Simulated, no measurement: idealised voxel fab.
process module | voxel plated lines
cross-section cut | 225 nm wide | cells 5 nm
A cross-section is a grid of square cells, given in bands from the top down. A band is one or more rows of cells.
Each band's line starts with the height of the band's top and of its bottom, in nm. Then come its materials from left to right, each with its width in nm. One material with "throughout" fills the band from edge to edge. "air" is empty space.
Height 0 is the level under which the wafer as received is all one material. The lowest band goes on downwards, as in "0 down".
A width such as "30 to 40" changes by the same amount from each row of cells to the next, from the band's top row to its bottom row.
"no change" after a step means that no cell of the cross-section changed.
closed voids: empty space of 8 cells or more with no open way to the top, each as width x height at its distance from the left edge, in nm
after a step's settings: what the simulator itself notes on the step
overlay nm, on a step with a mask: how far to the right of its planned place the mask lay; to the left if negative
plan
1 op RECEIVE | material Si
2 op CONFORMAL_DEP | material Al2O3 | thk nm 5
3 op DIRECTIONAL_DEP | material TiN | thk nm 5
4 op PATTERN | tone open | mask id LINES | material resist | width nm 15 | pitch nm 45 | thk nm 30 | overlay nm 0
5 op EPI | material Ru | thk nm 5
6 op EPI | material Ru | thk nm 5
7 op STRIP | etch materials resist
8 op DIRECTIONAL_ETCH | etch materials TiN | depth nm 5
9 op CONFORMAL_DEP | material SiN | thk nm 10
varied across the wafers: width nm of step 4. The plan shows the first wafer's value. All wafers start alike
first wafer as received, after step 1
  0 down: Si throughout
  closed voids: none
first wafer at the end, after step 9
  30 to 20: air 75 | SiN 35 | air 10 | SiN 35 | air 70
  20 to 15: air 75 | SiN 10 | Ru 15 | SiN 10 | air 10 | SiN 10 | Ru 15 | SiN 10 | air 70
  15 to 10: SiN 85 | Ru 15 | SiN 30 | Ru 15 | SiN 80
  10 to 5: SiN 85 | TiN 15 | SiN 30 | TiN 15 | SiN 80
  5 to 0: Al2O3 throughout
  0 down: Si throughout
  closed voids: none
last wafer at the end
  30 to 20: air 65 | SiN 95 | air 65
  20 to 15: air 65 | SiN 10 | Ru 30 | SiN 15 | Ru 30 | SiN 10 | air 65
  15 to 10: SiN 75 | Ru 30 | SiN 15 | Ru 30 | SiN 75
  10 to 5: SiN 75 | TiN 30 | SiN 15 | TiN 30 | SiN 75
  5 to 0: Al2O3 throughout
  0 down: Si throughout
  closed voids: none
each wafer at the end: cells of each material gained (+) or lost (-) since it was received, then its closed voids
width nm 15 | +45 Al2O3 | +12 Ru | +114 SiN | +6 TiN | closed voids: none
width nm 20 | +45 Al2O3 | +16 Ru | +114 SiN | +8 TiN | closed voids: none
width nm 25 | +45 Al2O3 | +20 Ru | +114 SiN | +10 TiN | closed voids: none
width nm 30 | +45 Al2O3 | +24 Ru | +111 SiN | +12 TiN | closed voids: none
